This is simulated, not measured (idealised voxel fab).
process module | voxel ribs on slabs
cross-section cut | 300 nm wide | cells 5 nm
A cross-section is a grid of square cells, given in bands from the top down. A band is one or more rows of cells.
Each band's line starts with the height of the band's top and of its bottom, in nm. Then come its materials from left to right, each with its width in nm. One material with "throughout" fills the band from edge to edge. "air" is empty space.
Height 0 is the level under which the wafer as received is all one material. The lowest band goes on downwards, as in "0 down".
A width such as "30 to 40" changes by the same amount from each row of cells to the next, from the band's top row to its bottom row.
"no change" after a step means that no cell of the cross-section changed.
closed voids: empty space of 8 cells or more with no open way to the top, each as width x height at its distance from the left edge, in nm
after a step's settings: what the simulator itself notes on the step
overlay nm, on a step with a mask: how far to the right of its planned place the mask lay; to the left if negative
Each pair below shows a cross-section before one step and the cross-section after it, down to the lowest band that changed. The line under each pair gives the step between them, with its settings. The pairs can come from different runs of this module on the same starting wafer, so a pair continues from the pair above only where its "before" says so.
before
  75 to 45: resist 120 | air 55 | resist 125
  45 to 35: aC 120 | air 20 | SiN 15 | air 20 | aC 125
  35 to 20: SiN throughout
  20 to 0: SiO2 throughout
  0 down: Si throughout
  closed voids: none
after
  45 to 35: aC 120 | air 20 | SiN 15 | air 20 | aC 125
  below 35: unchanged
  closed voids: none
the step between: op STRIP | etch materials resist
before: the cross-section after the pair above
after
  45 to 35: aC 120 | air 55 | aC 125
  35 to 30: SiN 120 | air 55 | SiN 125
  30 to 20: SiN 120 | air 20 | SiN 15 | air 20 | SiN 125
  below 20: unchanged
  closed voids: none
the step between: op DIRECTIONAL_ETCH | etch materials SiN | depth nm 15
before: the cross-section after the pair above
after
  35 to 30: SiN 120 | air 55 | SiN 125
  below 30: unchanged
  closed voids: none
the step between: op STRIP | etch materials aC
before: the cross-section after the pair above
after
  55 to 35: SiO2 throughout
  35 to 30: SiN 120 | SiO2 55 | SiN 125
  30 to 20: SiN 120 | SiO2 20 | SiN 15 | SiO2 20 | SiN 125
  below 20: unchanged
  closed voids: none
the step between: op FILL_DEP | material SiO2 | thk nm 20
before: the cross-section after the pair above
after
  60 to 55: W throughout
  below 55: unchanged
  closed voids: none
the step between: op DIRECTIONAL_DEP | material W | thk nm 5
before: the cross-section after the pair above
after
  70 to 60: aC throughout
  below 60: unchanged
  closed voids: none
the step between: op DIRECTIONAL_DEP | material aC | thk nm 10
before: the cross-section after the pair above
after
  100 to 70: air 135 | resist 25 | air 140
  below 70: unchanged
  closed voids: none
the step between: op PATTERN | tone cover | mask id HEATER | material resist | width nm 25 | thk nm 30 | overlay nm 0
before: the cross-section after the pair above
after
  90 to 70: air 135 | resist 25 | air 140
  70 to 60: air 135 | aC 25 | air 140
  below 60: unchanged
  closed voids: none
the step between: op DIRECTIONAL_ETCH | etch materials aC | depth nm 10
before: the cross-section after the pair above
after
  70 to 60: air 135 | aC 25 | air 140
  below 60: unchanged
  closed voids: none
the step between: op STRIP | etch materials resist
before: the cross-section after the pair above
after
  70 to 60: air 135 | aC 25 | air 140
  60 to 55: air 135 | W 25 | air 140
  below 55: unchanged
  closed voids: none
the step between: op DIRECTIONAL_ETCH | etch materials W | depth nm 5
before: the cross-section after the pair above
after
  60 to 55: air 135 | W 25 | air 140
  below 55: unchanged
  closed voids: none
the step between: op STRIP | etch materials aC
before: the cross-section after the pair above
after
  70 to 65: air 125 | SiO2 45 | air 130
  65 to 60: SiO2 throughout
  60 to 55: SiO2 135 | W 25 | SiO2 140
  below 55: unchanged
  closed voids: none
the step between: op CONFORMAL_DEP | material SiO2 | thk nm 10
